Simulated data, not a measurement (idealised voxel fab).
Proc. module: voxel fin reveal
Cross-section cut spans 255 nm and uses square cells 5 nm in size.
In this document a cross-section is written as a grid of square cells. It is given as a series of bands, listed from the top down, and a band is one or more rows of cells. The entry gives the band's vertical extent as a top height and a bottom height in nm, then its horizontal make-up as materials from left to right, each with a width in nm. "empty" stands for empty space; a single material marked "everywhere" fills the band edge to edge. The reference from which all heights are counted is 0, the level beneath which the as-received wafer is entirely one material; the lowest band, having no lower bound, proceeds downward and is written after the example "0 nm and below". A width given as "30..40" starts at the first number in the band's top row and ends at the second number in its bottom row, shifting by an equal amount at every step from row to row. It should be understood that the words "nothing altered", when stated for a given step, signify that the cross-section underwent no change in any of its cells during that step. This entry, "Closed void listing", enumerates those empty regions of no fewer than 8 cells that possess no open connection to the top. Each region is reported in the form width x height at distance, the distance being taken from the left edge, with all three quantities expressed in nm. If you see something after the settings on a step's line, that's the simulator's own remark about that step. Among the settings permitted on a step's line is "overlay nm"; applied to a step with a mask, it specifies the extent to which the mask lay to the right of its planned position, whereas a negative figure signifies a position to the left.
# Below is the list of planned process steps
| 1 | RECEIVE: material Si |
| 2 | CONFORMAL_DEP: material SiN, thk nm 10 |
| 3 | PATTERN: tone cover, mask id FINS, material resist, width nm 15, pitch nm 40, thk nm 15, overlay nm 0 |
| 4 | DIRECTIONAL_ETCH: etch materials SiN, depth nm 10 |
| 5 | DIRECTIONAL_ETCH: etch materials Si, depth nm 35 |
| 6 | STRIP: etch materials resist |
| 7 | OXIDIZE: depth nm 5 |
| 8 | FILL_DEP: material SiO2, thk nm 15 |
| 9 | CMP: height nm 10 |
| 10 | SELECTIVE_ETCH: etch materials SiO2, depth nm 35 |
| 11 | STRIP: etch materials SiN |
# Shown in cross-section is the wafer as received, that is, as it stands after step 1
  0 nm and below = Si everywhere
  Closed void listing: none
# The first of the two wafers as seen in cross-section once the module was finished; processing followed the plan
  0 nm to -25 nm = 85 nm empty | 5 nm Si | 35 nm empty | 5 nm Si | 35 nm empty | 5 nm Si | 85 nm empty
  -25 nm to -40 nm = 85 nm SiO2 | 5 nm Si | 35 nm SiO2 | 5 nm Si | 35 nm SiO2 | 5 nm Si | 85 nm SiO2
  -40 nm and below = Si everywhere
  Closed void listing: none
# Second of two wafers, module complete, sectioned: it shares the first wafer's start and plan but was run with one mistake
  0 nm to -25 nm = 95 nm empty | 5 nm Si | 35 nm empty | 5 nm Si | 35 nm empty | 5 nm Si | 75 nm empty
  -25 nm to -40 nm = 95 nm SiO2 | 5 nm Si | 35 nm SiO2 | 5 nm Si | 35 nm SiO2 | 5 nm Si | 75 nm SiO2
  -40 nm and below = Si everywhere
  Closed void listing: none
Processing error: step 3 was run on a setting that differed from the plan, and what really ran there is PATTERN: tone cover, mask id FINS, material resist, width nm 15, pitch nm 40, thk nm 15, overlay nm 10
Same inventory, different map: at the end, the second wafer holds as many cells of each material as the first, placed elsewhere.
